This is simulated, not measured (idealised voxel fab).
Proc. module: voxel trench capacitor
We display cut, a cross-section 245 nm in width whose square cells are each 5 nm.
In what follows, cross-sections appear as grids of square cells, described through bands that run from the top down, where every band is one or more rows of cells. Quick guide to a band line: top height, bottom height (nm) up front; then every material left to right with its width in nm. Only one material and it's marked "all across"? Then it fills the band edge to edge. And "empty" just means empty space. Heights from 0 (as-received wafer is one material below). Bottom band endless downward, as "z 0 and below". Note: "30 to 40" means the width goes from the first number (top row of the band) to the second number (bottom row) in equal steps per row of cells. Any step labelled "all unchanged" changed none of the cells in the cross-section. "Enclosed empty spaces" lists enclosed empty spaces (at least 8 cells, no open path upward to the top), each as width x height at distance from the left edge, in nm. On a step's line, text after the settings is the simulator commenting on that step. "overlay nm" on a masked step: distance the mask lay right of its planned place, negative for left.
[plan]
1) RECEIVE: material Si
2) CONFORMAL_DEP: material SiN, thk nm 5
3) DIRECTIONAL_DEP: material aC, thk nm 10
4) PATTERN: tone open, mask id TRENCH, material resist, width nm 25, pitch nm 40, thk nm 25, overlay nm 0
5) DIRECTIONAL_ETCH: etch materials aC, depth nm 10
6) STRIP: etch materials resist
7) DIRECTIONAL_ETCH: etch materials SiN, depth nm 5
8) DIRECTIONAL_ETCH: etch materials Si, depth nm 30
9) STRIP: etch materials aC
10) CONFORMAL_DEP: material HfO2, thk nm 5
11) CONFORMAL_DEP: material TiN, thk nm 5
12) FILL_DEP: material W, thk nm 5
13) CMP: height nm 5
[Wafer as received: cross-section following step 1]
z 0 and below | Si all across
Enclosed empty spaces: none
[Here's the cross-section of the first of our two wafers at the end of the module - it ran as planned]
z 5 to 0 | SiN=70  HfO2=5  TiN=5  W=5  TiN=5  HfO2=5  SiN=15  HfO2=5  TiN=5  W=5  TiN=5  HfO2=5  SiN=15  HfO2=5  TiN=5  W=5  TiN=5  HfO2=5  SiN=70
z 0 to -20 | Si=70  HfO2=5  TiN=5  W=5  TiN=5  HfO2=5  Si=15  HfO2=5  TiN=5  W=5  TiN=5  HfO2=5  Si=15  HfO2=5  TiN=5  W=5  TiN=5  HfO2=5  Si=70
z -20 to -25 | Si=70  HfO2=5  TiN=15  HfO2=5  Si=15  HfO2=5  TiN=15  HfO2=5  Si=15  HfO2=5  TiN=15  HfO2=5  Si=70
z -25 to -30 | Si=70  HfO2=25  Si=15  HfO2=25  Si=15  HfO2=25  Si=70
z -30 and below | Si all across
Enclosed empty spaces: none
[Presented here is a cross-section of the second of the two wafers as it stood at the end of the module. It was started in the same manner and assigned the same plan as the first wafer; however, one mistake was made in its execution]
z 5 to 0 | SiN=65  HfO2=5  TiN=5  W=5  TiN=5  HfO2=5  SiN=15  HfO2=5  TiN=5  W=5  TiN=5  HfO2=5  SiN=15  HfO2=5  TiN=5  W=5  TiN=5  HfO2=5  SiN=75
z 0 to -20 | Si=65  HfO2=5  TiN=5  W=5  TiN=5  HfO2=5  Si=15  HfO2=5  TiN=5  W=5  TiN=5  HfO2=5  Si=15  HfO2=5  TiN=5  W=5  TiN=5  HfO2=5  Si=75
z -20 to -25 | Si=65  HfO2=5  TiN=15  HfO2=5  Si=15  HfO2=5  TiN=15  HfO2=5  Si=15  HfO2=5  TiN=15  HfO2=5  Si=75
z -25 to -30 | Si=65  HfO2=25  Si=15  HfO2=25  Si=15  HfO2=25  Si=75
z -30 and below | Si all across
Enclosed empty spaces: none
The mistake made against the process plan was this: the process deviated at step 4: the operation and settings actually run there were PATTERN: tone open, mask id TRENCH, material resist, width nm 25, pitch nm 40, thk nm 25, overlay nm -5
at the end the second wafer has, in cells: as many of each material as the first, in other places
